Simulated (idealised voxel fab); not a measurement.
Proc. module: voxel transistor to metal
The cross-section shown here is cut; it is 290 nm wide and divided into square cells measuring 5 nm on a side.
This document writes a cross-section as a grid whose cells are square, and gives it as bands, listed from the top down; one or more rows of cells form a band. Heights first: top, then bottom, in nm. Then materials, left to right, each with a width in nm. "edge to edge" on a single material: fills the band edge to edge. "empty": empty space. It should be noted that heights are counted from 0, beneath which the wafer as supplied is of one material throughout, and that the lowest band possesses no lower boundary but continues downward, as written in "0 -> down". Read "30 to 40" as a graded width: first number on top, second number at the bottom, same change between each pair of neighbouring rows. Key: "remains unaltered" - step with no changed cell in the cross-section. You'll see "Enclosed empty spaces" listing empty spaces that have no way open to the top, as long as they're 8 cells or more; the notation is width x height at distance, where the distance is from the left edge, and all of it is in nm. The remark found on a step's line after its settings is issued by the simulator itself and pertains to that step. The line of a step may include "overlay nm". On a step with a mask, this value is how far to the right of its planned place the mask lay. A negative value means the mask lay to the left.

# Planned step list for the process
step 1: RECEIVE [material Si]
step 2: CONFORMAL_DEP [material SiO2] [thk nm 5]
step 3: CONFORMAL_DEP [material SiN] [thk nm 15]
step 4: DIRECTIONAL_DEP [material aC] [thk nm 10]
step 5: PATTERN [tone cover] [mask id ACTIVE] [material resist] [width nm 105] [pitch nm 135] [thk nm 30] [overlay nm 0]
step 6: DIRECTIONAL_ETCH [etch materials aC] [depth nm 10]
step 7: STRIP [etch materials resist]
step 8: DIRECTIONAL_ETCH [etch materials SiN] [depth nm 15]
step 9: DIRECTIONAL_ETCH [etch materials SiO2] [depth nm 5]
step 10: DIRECTIONAL_ETCH [etch materials Si] [depth nm 35]
step 11: STRIP [etch materials aC]
step 12: OXIDIZE [depth nm 5]
step 13: FILL_DEP [material SiO2] [thk nm 15]
step 14: CMP [height nm 20]
step 15: SELECTIVE_ETCH [etch materials SiO2] [depth nm 10]
step 16: STRIP [etch materials SiN]
step 17: SELECTIVE_ETCH [etch materials SiO2] [depth nm 5]
step 18: OXIDIZE [depth nm 5]
step 19: DIRECTIONAL_DEP [material polySi] [thk nm 25]
step 20: DIRECTIONAL_DEP [material SiCN] [thk nm 10]
step 21: MASKED_ETCH [tone cover] [mask id GATE] [width nm 25] [pitch nm 135] [etch materials SiCN] [depth nm 20] [overlay nm 0]
step 22: MASKED_ETCH [tone cover] [mask id GATE] [width nm 25] [pitch nm 135] [etch materials polySi] [depth nm 35] [overlay nm 0]
step 23: CONFORMAL_DEP [material SiO2] [thk nm 5]
step 24: DIRECTIONAL_ETCH [etch materials SiO2] [depth nm 5]
step 25: CONFORMAL_DEP [material SiN] [thk nm 10]
step 26: DIRECTIONAL_ETCH [etch materials SiN] [depth nm 10]
step 27: DIRECTIONAL_ETCH [etch materials SiO2] [depth nm 5]
step 28: DIRECTIONAL_ETCH [etch materials Si] [depth nm 10]
step 29: EPI [material pSi] [thk nm 15]
step 30: FILL_DEP [material SiO2] [thk nm 10]
step 31: CMP [height nm 25]
step 32: STRIP [etch materials polySi]
step 33: SELECTIVE_ETCH [etch materials SiO2] [depth nm 5]
step 34: CONFORMAL_DEP [material HfO2] [thk nm 5]
step 35: CONFORMAL_DEP [material TiN] [thk nm 5]
step 36: FILL_DEP [material W] [thk nm 10]
step 37: CMP [height nm 20]
step 38: DIRECTIONAL_DEP [material SiO2] [thk nm 10]
step 39: DIRECTIONAL_DEP [material aC] [thk nm 15]
step 40: PATTERN [tone open] [mask id CONTACT] [material resist] [width nm 20] [thk nm 35] [overlay nm 0]
step 41: DIRECTIONAL_ETCH [etch materials aC] [depth nm 15]
step 42: STRIP [etch materials resist]
step 43: DIRECTIONAL_ETCH [etch materials SiO2] [depth nm 20]
step 44: STRIP [etch materials aC]
step 45: CONFORMAL_DEP [material TiN] [thk nm 5]
step 46: FILL_DEP [material Ru] [thk nm 5]
step 47: CMP [height nm 30]
step 48: DIRECTIONAL_DEP [material TiN] [thk nm 5]
step 49: DIRECTIONAL_DEP [material W] [thk nm 20]
step 50: DIRECTIONAL_DEP [material aC] [thk nm 10]
step 51: PATTERN [tone cover] [mask id METAL_1] [material resist] [width nm 20] [thk nm 25] [overlay nm 0]
step 52: DIRECTIONAL_ETCH [etch materials aC] [depth nm 10]
step 53: STRIP [etch materials resist]
step 54: DIRECTIONAL_ETCH [etch materials W] [depth nm 20]
step 55: DIRECTIONAL_ETCH [etch materials TiN] [depth nm 5]
step 56: STRIP [etch materials aC]
step 57: FILL_DEP [material lowk] [thk nm 10]
step 58: CMP [height nm 55]
step 59: CONFORMAL_DEP [material SiCN] [thk nm 5]
step 60: DIRECTIONAL_DEP [material SiO2] [thk nm 35]
step 61: MASKED_ETCH [tone open] [mask id METAL_2_HOLES] [width nm 15] [pitch nm 135] [etch materials SiO2] [depth nm 35] [overlay nm -15]
step 62: DIRECTIONAL_DEP [material aC] [thk nm 10]
step 63: PATTERN [tone open] [mask id METAL_2] [material resist] [width nm 20] [pitch nm 135] [thk nm 25] [overlay nm 0]
step 64: DIRECTIONAL_ETCH [etch materials aC] [depth nm 10]
step 65: STRIP [etch materials resist]
step 66: DIRECTIONAL_ETCH [etch materials SiO2] [depth nm 20]
step 67: DIRECTIONAL_ETCH [etch materials SiCN] [depth nm 5]
step 68: STRIP [etch materials aC]
step 69: CONFORMAL_DEP [material TiN] [thk nm 5]
step 70: FILL_DEP [material Cu] [thk nm 10]
step 71: CMP [height nm 95]
step 72: CONFORMAL_DEP [material SiN] [thk nm 5]
What sets these wafers apart? The overlay nm at step 61. They all start alike, and the plan carries the first wafer's value.

# Cross-section, first of several wafers, as delivered after step 1
	0 -> down = Si edge to edge
	Enclosed empty spaces: none

# Rows = wafers. At module end, each row lists per material the cells gained (+) or lost (-) since the wafer was received, then the closed voids
overlay nm -15 | +36 Cu | +30 HfO2 | +24 Ru | -222 Si | +58 SiCN | +98 SiN | +664 SiO2 | +116 TiN | +82 W | +210 lowk | +64 pSi | Enclosed empty spaces: none
overlay nm -10 | +30 Cu | +30 HfO2 | +24 Ru | -222 Si | +56 SiCN | +98 SiN | +672 SiO2 | +116 TiN | +82 W | +210 lowk | +64 pSi | Enclosed empty spaces: none
overlay nm -5 | +24 Cu | +30 HfO2 | +24 Ru | -222 Si | +54 SiCN | +98 SiN | +680 SiO2 | +116 TiN | +82 W | +210 lowk | +64 pSi | Enclosed empty spaces: none
overlay nm 0 | +20 Cu | +30 HfO2 | +24 Ru | -222 Si | +52 SiCN | +98 SiN | +688 SiO2 | +114 TiN | +82 W | +210 lowk | +64 pSi | Enclosed empty spaces: none
overlay nm 5 | +20 Cu | +30 HfO2 | +24 Ru | -222 Si | +52 SiCN | +98 SiN | +688 SiO2 | +114 TiN | +82 W | +210 lowk | +64 pSi | Enclosed empty spaces: none
overlay nm 10 | +24 Cu | +30 HfO2 | +24 Ru | -222 Si | +54 SiCN | +98 SiN | +680 SiO2 | +116 TiN | +82 W | +210 lowk | +64 pSi | Enclosed empty spaces: none
overlay nm 15 | +30 Cu | +30 HfO2 | +24 Ru | -222 Si | +56 SiCN | +98 SiN | +672 SiO2 | +116 TiN | +82 W | +210 lowk | +64 pSi | Enclosed empty spaces: none
